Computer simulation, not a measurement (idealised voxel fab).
The following is a process module called voxel tone inversion.
We display cut, a cross-section 250 nm in width whose square cells are each 5 nm.
Bands, listed from the top down, are how a cross-section gets written in this document; the cross-section itself is a grid of square cells, and a band is one or more rows of them. Within each band entry, the heights of the top and of the bottom of the band appear first, in that order and in nm; the materials of the band then follow from left to right, each with its corresponding width in nm. The designation "everywhere" on a single material indicates that it fills the band from edge to edge; the designation "blank" indicates empty space. Height datum 0, below which the as-received substrate wafer is one material. Lowest band open at the bottom, running downward: "0 and below". Per-row width for "30..40": begins at first number (top row of band), ends at second number (bottom row), increment between rows held constant. Step note "left unchanged" = no cross-section cell changed. "Closed cavity list": sealed empty spaces, 8 cells or more, no open way to top, listed width x height at distance, with distance from the left edge and width, height and distance in nm. Read whatever lies past the settings on a step's line as the simulator's own remark about the step. On any step carrying a mask, the "overlay nm" setting, if present on the step's line, tells how far right of its planned place the mask lay; negative values point to the left.
**Process steps foreseen in the plan**
step 1: RECEIVE, material Si
step 2: CONFORMAL_DEP, material SiN, thk nm 5
step 3: DIRECTIONAL_DEP, material polySi, thk nm 25
step 4: PATTERN, tone cover, mask id POSTS, material resist, width nm 20, pitch nm 35, thk nm 30, overlay nm 0
step 5: DIRECTIONAL_ETCH, etch materials polySi, depth nm 25
step 6: STRIP, etch materials resist
step 7: FILL_DEP, material SiO2, thk nm 5
step 8: CMP, height nm 30
step 9: STRIP, etch materials polySi
**First of the two wafers, run per plan**
**Cross-section of the incoming wafer, state after step 1**
> 0 and below: Si everywhere
> Closed cavity list: none
**Cross-section of the wafer subsequent to step 2**
> 5 down to 0: SiN everywhere
> Note: structure below 0 unchanged.
**Cross-section of the wafer subsequent to step 3**
> 30 down to 5: polySi everywhere
> Note: structure below 5 unchanged.
**Cross-section of the wafer subsequent to step 4**
> 60 down to 30: blank=95, resist=20, blank=15, resist=20, blank=100
> Note: structure below 30 unchanged.
**Cross-section of the wafer subsequent to step 5**
> 60 down to 30: blank=95, resist=20, blank=15, resist=20, blank=100
> 30 down to 5: blank=95, polySi=20, blank=15, polySi=20, blank=100
> Note: structure below 5 unchanged.
**Cross-section of the wafer subsequent to step 6**
> 30 down to 5: blank=95, polySi=20, blank=15, polySi=20, blank=100
> Note: structure below 5 unchanged.
**Cross-section of the wafer subsequent to step 7**
> 35 down to 30: SiO2 everywhere
> 30 down to 5: SiO2=95, polySi=20, SiO2=15, polySi=20, SiO2=100
> Note: structure below 5 unchanged.
**Cross-section of the wafer subsequent to step 8**
> 30 down to 5: SiO2=95, polySi=20, SiO2=15, polySi=20, SiO2=100
> Note: structure below 5 unchanged.
**Cross-section of the wafer subsequent to step 9**
> 30 down to 5: SiO2=95, blank=20, SiO2=15, blank=20, SiO2=100
> Note: structure below 5 unchanged.
**Second wafer - shared start and plan with the first - one error in running - same as the first up to step 1 inclusive**
Second wafer, section view, time point: scheduled end of step 2: left unchanged
**Second wafer, section view, time point: scheduled end of step 3**
> 25 down to 0: polySi everywhere
> Note: structure below 0 unchanged.
**Second wafer, section view, time point: scheduled end of step 4**
> 55 down to 25: blank=95, resist=20, blank=15, resist=20, blank=100
> Note: structure below 25 unchanged.
**Second wafer, section view, time point: scheduled end of step 5**
> 55 down to 25: blank=95, resist=20, blank=15, resist=20, blank=100
> 25 down to 0: blank=95, polySi=20, blank=15, polySi=20, blank=100
> Note: structure below 0 unchanged.
**Second wafer, section view, time point: scheduled end of step 6**
> 25 down to 0: blank=95, polySi=20, blank=15, polySi=20, blank=100
> Note: structure below 0 unchanged.
**Second wafer, section view, time point: scheduled end of step 7**
> 30 down to 25: SiO2 everywhere
> 25 down to 0: SiO2=95, polySi=20, SiO2=15, polySi=20, SiO2=100
> Note: structure below 0 unchanged.
Second wafer, section view, time point: scheduled end of step 8: left unchanged
Second wafer, section view, time point: scheduled end of step 9: left unchanged
What was the processing mistake? the plan's step 2 was left out and never carried out
Final cells, second wafer relative to first, materials higher or lower: 50 fewer of SiN | 50 more of SiO2 | 40 more of polySi
